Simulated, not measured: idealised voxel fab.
Process module, titled voxel spacer lines
It is cross-section cut that appears here, measuring 295 nm in width, its square cells being 5 nm in size.
A cross-section is written here as square cells arranged in a grid, and it is given in bands from the top down, each band taking up one or more rows of cells.
Each band's line starts with the height of the band's top and of its bottom, in nm. Then come its materials from left to right, each with its width in nm. One material with "all across" fills the band from edge to edge. "air" is empty space.
Where do heights start? At 0: under that level the wafer as delivered is made of one material only. And the lowest band has no floor; it just carries on downward, as in "from 0 down".
Top row gets the first number, bottom row gets the second, and each row in between changes by the same step: that is how a band width like "30 to 40" works.
Reading "no modifications" for a step: not a cell of the cross-section changed in it.
Basically, "Unvented voids" tells you about the enclosed voids: empty spaces with no open way to the top, 8 cells or bigger, each written width x height at distance, where distance is from the left edge, all in nm.
What comes after the settings on a step's line is commentary from the simulator itself on that step.
If you see "overlay nm" on a step's line and that step has a mask, it's telling you how far right of where it was planned the mask ended up; a negative number means it went left instead.

### The process steps that were planned are listed below
| 1 | RECEIVE | material Si |
| 2 | CONFORMAL_DEP | material Al2O3 | thk nm 5 |
| 3 | DIRECTIONAL_DEP | material W | thk nm 15 |
| 4 | DIRECTIONAL_DEP | material aC | thk nm 20 |
| 5 | PATTERN | tone cover | mask id MANDREL | material resist | width nm 20 | pitch nm 60 | thk nm 25 | overlay nm 0 |
| 6 | DIRECTIONAL_ETCH | etch materials aC | depth nm 20 |
| 7 | STRIP | etch materials resist |
| 8 | CONFORMAL_DEP | material SiN | thk nm 10 |
| 9 | DIRECTIONAL_ETCH | etch materials SiN | depth nm 10 |
| 10 | STRIP | etch materials aC |
| 11 | DIRECTIONAL_ETCH | etch materials W | depth nm 15 |
| 12 | STRIP | etch materials SiN |
| 13 | FILL_DEP | material lowk | thk nm 5 |
| 14 | CMP | height nm 20 |

### Received-state cross-section, reflecting completion of step 1
	from 0 down = Si all across
	Unvented voids: none

### Cross-section, first of two wafers, end of module, run as planned
	from 20 to 5 = 65 lowk; 10 W; 20 lowk; 10 W; 20 lowk; 10 W; 20 lowk; 10 W; 20 lowk; 10 W; 20 lowk; 10 W; 70 lowk
	from 5 to 0 = Al2O3 all across
	from 0 down = Si all across
	Unvented voids: none

### Same start, same plan as the first wafer - but one mistake in the run. Cross-section of the second of the two at the end of the module
	from 20 to 5 = 75 lowk; 10 W; 20 lowk; 10 W; 20 lowk; 10 W; 20 lowk; 10 W; 20 lowk; 10 W; 20 lowk; 10 W; 60 lowk
	from 5 to 0 = Al2O3 all across
	from 0 down = Si all across
	Unvented voids: none
Error vs. plan: step 5 was run on a setting that differed from the plan, and what really ran there is PATTERN | tone cover | mask id MANDREL | material resist | width nm 20 | pitch nm 60 | thk nm 25 | overlay nm 10
In the final comparison it is observed that the number of cells assigned to each material is identical for the two wafers, whereas their placement is not.
